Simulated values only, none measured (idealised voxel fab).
Proc. module: voxel released beams
FYI the section here is cut, 300 nm wide, cells are 5 nm squares.
If you're reading a cross-section in this doc, picture square cells in a grid; it comes to you as bands, top ones listed first down to the bottom, and a band can be one or more rows of cells.
Band: top and bottom heights (nm) first, top before bottom; then materials from left to right, widths in nm. "full width" marks a sole material filling the band edge to edge. "air" denotes empty space.
Height reference: 0 = level under which incoming wafer is all one material. Lowest band: no bottom, runs on downward, e.g. "0 -> down".
The expression "30..40" gives the width at the extremes of the band, the first number at its top row of cells and the second at its bottom row, with the width changing by equal amounts from each row to the next in between.
The cross-section has no changed cell in any step marked "stayed the same".
In the "Encapsulated voids" entry, you get each enclosed empty space of 8 cells or more, one with no open way to the top, written width x height at distance, distance from the left edge, in nm.
Where a step's line continues beyond its settings, the continuation is a remark by the simulator itself on that step.
overlay nm: mask right of planned place by this much (step with mask). Neg. = left.

Set out below are the planned steps of the process
1,RECEIVE: material Si
2,CONFORMAL_DEP: material SiN, thk nm 5
3,DIRECTIONAL_DEP: material SiO2, thk nm 15
4,DIRECTIONAL_DEP: material aC, thk nm 10
5,PATTERN: tone open, mask id ANCHOR, material resist, width nm 30, thk nm 30, overlay nm 0
6,DIRECTIONAL_ETCH: etch materials aC, depth nm 10
7,STRIP: etch materials resist
8,DIRECTIONAL_ETCH: etch materials SiO2, depth nm 15
9,STRIP: etch materials aC
10,CONFORMAL_DEP: material polySi, thk nm 10
11,PATTERN: tone cover, mask id BEAM, material resist, width nm 105, thk nm 15, overlay nm 0
12,DIRECTIONAL_ETCH: etch materials polySi, depth nm 10
13,STRIP: etch materials resist
14,STRIP: etch materials SiO2

This is the cross-section of the wafer as we received it, i.e. after step 1
0 -> down = Si full width
Encapsulated voids: none

End-of-module cross-section. Starting structure and process plan as above; one mistake made in running it
30 -> 20 = 110 aC / 10 air / 180 aC
20 -> 15 = 100 SiO2 / 10 aC / 10 air / 10 aC / 170 SiO2
15 -> 5 = 100 SiO2 / 30 aC / 170 SiO2
5 -> 0 = SiN full width
0 -> down = Si full width
Encapsulated voids: none
The plan and the run diverged here: heads up, step 10 didn't go per plan, it actually ran as CONFORMAL_DEP: material aC, thk nm 10
